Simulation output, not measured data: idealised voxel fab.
Process module heading - voxel double patterning
Square cell edge 5 nm, section width 175 nm, ID cut.
Throughout this document, each cross-section is represented as a grid of square cells and is presented as a sequence of bands enumerated from the top downward, where a band comprises one or more rows of cells. What a band's entry tells you: where the top is and where the bottom is, as heights in nm, and after that what lies inside, material by material from left to right, each with its width in nm. Empty space is written as the word "empty", and a single material marked with the word "full width" occupies the band from edge to edge. Height reference: 0 = level under which incoming wafer is all one material. Lowest band: no bottom, runs on downward, e.g. "top 0, no bottom". So if you see something like "30->40" for the width, read it as the top row of the band sitting at the first number and the bottom row at the second, with every row in between moving by the same amount as the last. Step note "remained the same" = no cross-section cell changed. Under "Cavities, sealed" you'll find the enclosed gaps, the ones with no way out to the top, that are 8 cells or bigger; each reads width x height at distance, with distance counted from the left edge, everything in nm. Note: text after step settings on the step line = simulator remark on that step. Steps that use a mask can have "overlay nm" on their line. It says how far the mask sat to the right of where it was meant to be. Negative means to the left.

Plan
1 op RECEIVE | material Si
2 op CONFORMAL_DEP | material SiN | thk nm 10
3 op DIRECTIONAL_DEP | material SiO2 | thk nm 15
4 op DIRECTIONAL_DEP | material SiCN | thk nm 5
5 op MASKED_ETCH | tone open | mask id FIRST | width nm 15 | pitch nm 50 | etch materials SiCN | depth nm 5 | overlay nm 0
6 op DIRECTIONAL_DEP | material aC | thk nm 15
7 op PATTERN | tone open | mask id SECOND | material resist | width nm 15 | thk nm 35 | overlay nm 0
8 op DIRECTIONAL_ETCH | etch materials aC | depth nm 15
9 op STRIP | etch materials resist
10 op DIRECTIONAL_ETCH | etch materials SiCN | depth nm 5
11 op STRIP | etch materials aC
12 op DIRECTIONAL_ETCH | etch materials SiO2 | depth nm 15
13 op STRIP | etch materials SiCN

First of two wafers, with the run carried out as planned

Wafer cross-section on receipt, i.e. after step 1
    top 0, no bottom: Si full width
    Cavities, sealed: none

After step 2: wafer cross-section
    top 10, bottom 0: SiN full width
    Anything lower than 0 is untouched.

After step 3: wafer cross-section
    top 25, bottom 10: SiO2 full width
    Anything lower than 10 is untouched.

After step 4: wafer cross-section
    top 30, bottom 25: SiCN full width
    Anything lower than 25 is untouched.

After step 5: wafer cross-section
    top 30, bottom 25: SiCN 55, then empty 15, then SiCN 35, then empty 15, then SiCN 55
    Anything lower than 25 is untouched.

After step 6: wafer cross-section
    top 45, bottom 40: aC 55, then empty 15, then aC 35, then empty 15, then aC 55
    top 40, bottom 30: aC full width
    top 30, bottom 25: SiCN 55, then aC 15, then SiCN 35, then aC 15, then SiCN 55
    Anything lower than 25 is untouched.

After step 7: wafer cross-section
    top 80, bottom 45: resist 80, then empty 15, then resist 80
    top 45, bottom 40: aC 55, then resist 15, then aC 35, then resist 15, then aC 55
    Anything lower than 40 is untouched.

After step 8: wafer cross-section
    top 65, bottom 45: resist 80, then empty 15, then resist 80
    top 45, bottom 40: aC 55, then resist 15, then aC 10, then empty 15, then aC 10, then resist 15, then aC 55
    top 40, bottom 30: aC 80, then empty 15, then aC 80
    Anything lower than 30 is untouched.

After step 9: wafer cross-section
    top 45, bottom 40: aC 55, then empty 15, then aC 10, then empty 15, then aC 10, then empty 15, then aC 55
    Anything lower than 40 is untouched.

After step 10: wafer cross-section
    top 45, bottom 40: aC 55, then empty 15, then aC 10, then empty 15, then aC 10, then empty 15, then aC 55
    top 40, bottom 30: aC 80, then empty 15, then aC 80
    top 30, bottom 25: SiCN 55, then aC 15, then SiCN 10, then empty 15, then SiCN 10, then aC 15, then SiCN 55
    Anything lower than 25 is untouched.

After step 11: wafer cross-section
    top 30, bottom 25: SiCN 55, then empty 15, then SiCN 10, then empty 15, then SiCN 10, then empty 15, then SiCN 55
    Anything lower than 25 is untouched.

After step 12: wafer cross-section
    top 30, bottom 25: SiCN 55, then empty 15, then SiCN 10, then empty 15, then SiCN 10, then empty 15, then SiCN 55
    top 25, bottom 10: SiO2 55, then empty 15, then SiO2 10, then empty 15, then SiO2 10, then empty 15, then SiO2 55
    Anything lower than 10 is untouched.

After step 13: wafer cross-section
    top 25, bottom 10: SiO2 55, then empty 15, then SiO2 10, then empty 15, then SiO2 10, then empty 15, then SiO2 55
    Anything lower than 10 is untouched.

Second wafer: like start, like plan, one mistake. Through step 1 it matches the first wafer

Planned end of step 2: second wafer, cross-section: remained the same

Planned end of step 3: second wafer, cross-section
    top 15, bottom 0: SiO2 full width
    Anything lower than 0 is untouched.

Planned end of step 4: second wafer, cross-section
    top 20, bottom 15: SiCN full width
    Anything lower than 15 is untouched.

Planned end of step 5: second wafer, cross-section
    top 20, bottom 15: SiCN 55, then empty 15, then SiCN 35, then empty 15, then SiCN 55
    Anything lower than 15 is untouched.

Planned end of step 6: second wafer, cross-section
    top 35, bottom 30: aC 55, then empty 15, then aC 35, then empty 15, then aC 55
    top 30, bottom 20: aC full width
    top 20, bottom 15: SiCN 55, then aC 15, then SiCN 35, then aC 15, then SiCN 55
    Anything lower than 15 is untouched.

Planned end of step 7: second wafer, cross-section
    top 70, bottom 35: resist 80, then empty 15, then resist 80
    top 35, bottom 30: aC 55, then resist 15, then aC 35, then resist 15, then aC 55
    Anything lower than 30 is untouched.

Planned end of step 8: second wafer, cross-section
    top 55, bottom 35: resist 80, then empty 15, then resist 80
    top 35, bottom 30: aC 55, then resist 15, then aC 10, then empty 15, then aC 10, then resist 15, then aC 55
    top 30, bottom 20: aC 80, then empty 15, then aC 80
    Anything lower than 20 is untouched.

Planned end of step 9: second wafer, cross-section
    top 35, bottom 30: aC 55, then empty 15, then aC 10, then empty 15, then aC 10, then empty 15, then aC 55
    Anything lower than 30 is untouched.

Planned end of step 10: second wafer, cross-section
    top 35, bottom 30: aC 55, then empty 15, then aC 10, then empty 15, then aC 10, then empty 15, then aC 55
    top 30, bottom 20: aC 80, then empty 15, then aC 80
    top 20, bottom 15: SiCN 55, then aC 15, then SiCN 10, then empty 15, then SiCN 10, then aC 15, then SiCN 55
    Anything lower than 15 is untouched.

Planned end of step 11: second wafer, cross-section
    top 20, bottom 15: SiCN 55, then empty 15, then SiCN 10, then empty 15, then SiCN 10, then empty 15, then SiCN 55
    Anything lower than 15 is untouched.

Planned end of step 12: second wafer, cross-section
    top 20, bottom 15: SiCN 55, then empty 15, then SiCN 10, then empty 15, then SiCN 10, then empty 15, then SiCN 55
    top 15, bottom 0: SiO2 55, then empty 15, then SiO2 10, then empty 15, then SiO2 10, then empty 15, then SiO2 55
    Anything lower than 0 is untouched.

Planned end of step 13: second wafer, cross-section
    top 15, bottom 0: SiO2 55, then empty 15, then SiO2 10, then empty 15, then SiO2 10, then empty 15, then SiO2 55
    Anything lower than 0 is untouched.
So what did we get wrong on this run? plan step 2 never ran because it was skipped
Final wafer comparison in cells, second versus first, more or fewer per material: SiN: 70 fewer
